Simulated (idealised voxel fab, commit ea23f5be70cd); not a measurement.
Process module heading - voxel tone inversion
FYI the section here is cut, 245 nm wide, cells are 5 nm squares.
Reading order for cross-sections: top band down to bottom band. Underlying form: a grid of square cells. Band size: one or more rows of cells. First you get the band's top height and its bottom height, in nm, and then the materials it's made of, left to right, with each width in nm. If you see a single material with "all across", that one covers the band edge to edge. "blank" is empty space. Heights are measured from 0, the level below which the as-received wafer is all one material; the lowest band has no bottom and continues downward, written as in "z 0 and below". Per-row width for "30 to 40": begins at first number (top row of band), ends at second number (bottom row), increment between rows held constant. Where a step carries "nothing got changed", the cross-section came out of it unchanged, cell for cell. "Closed void roster" - sealed voids, min. 8 cells, no opening to top; format: width x height at distance (distance from left edge; nm throughout). On a step's line, text after the settings is the simulator commenting on that step. overlay nm: mask offset rightward from planned place, masked step; negative means leftward offset.
## Intended process steps
| 1 | RECEIVE,material Si |
| 2 | CONFORMAL_DEP,material SiN,thk nm 5 |
| 3 | DIRECTIONAL_DEP,material polySi,thk nm 15 |
| 4 | PATTERN,tone cover,mask id POSTS,material resist,width nm 20,pitch nm 40,thk nm 20,overlay nm 0 |
| 5 | DIRECTIONAL_ETCH,etch materials polySi,depth nm 15 |
| 6 | STRIP,etch materials resist |
| 7 | FILL_DEP,material SiO2,thk nm 5 |
| 8 | CMP,height nm 20 |
| 9 | STRIP,etch materials polySi |
## Cross-section of the incoming wafer, state after step 1
  z 0 and below | Si all across
  Closed void roster: none
## Cross-section: first of two wafers, module finished, run according to plan
  z 20 to 5 | 50 SiO2, then 20 blank, then 20 SiO2, then 20 blank, then 20 SiO2, then 20 blank, then 20 SiO2, then 20 blank, then 55 SiO2
  z 5 to 0 | SiN all across
  z 0 and below | Si all across
  Closed void roster: none
## Cross-section, second wafer: same start as the first, same plan as the first, one mistake in running it; taken at the end of the module
  z 20 to 5 | SiO2 all across
  z 5 to 0 | SiN all across
  z 0 and below | Si all across
  Closed void roster: none
The mistake made against the process plan was this: in deviation from the planned setting, step 3 was conducted as DIRECTIONAL_DEP,material SiO2,thk nm 15
End of process, cell counts, second wafer against first, materials with more or fewer: SiO2: 48 more
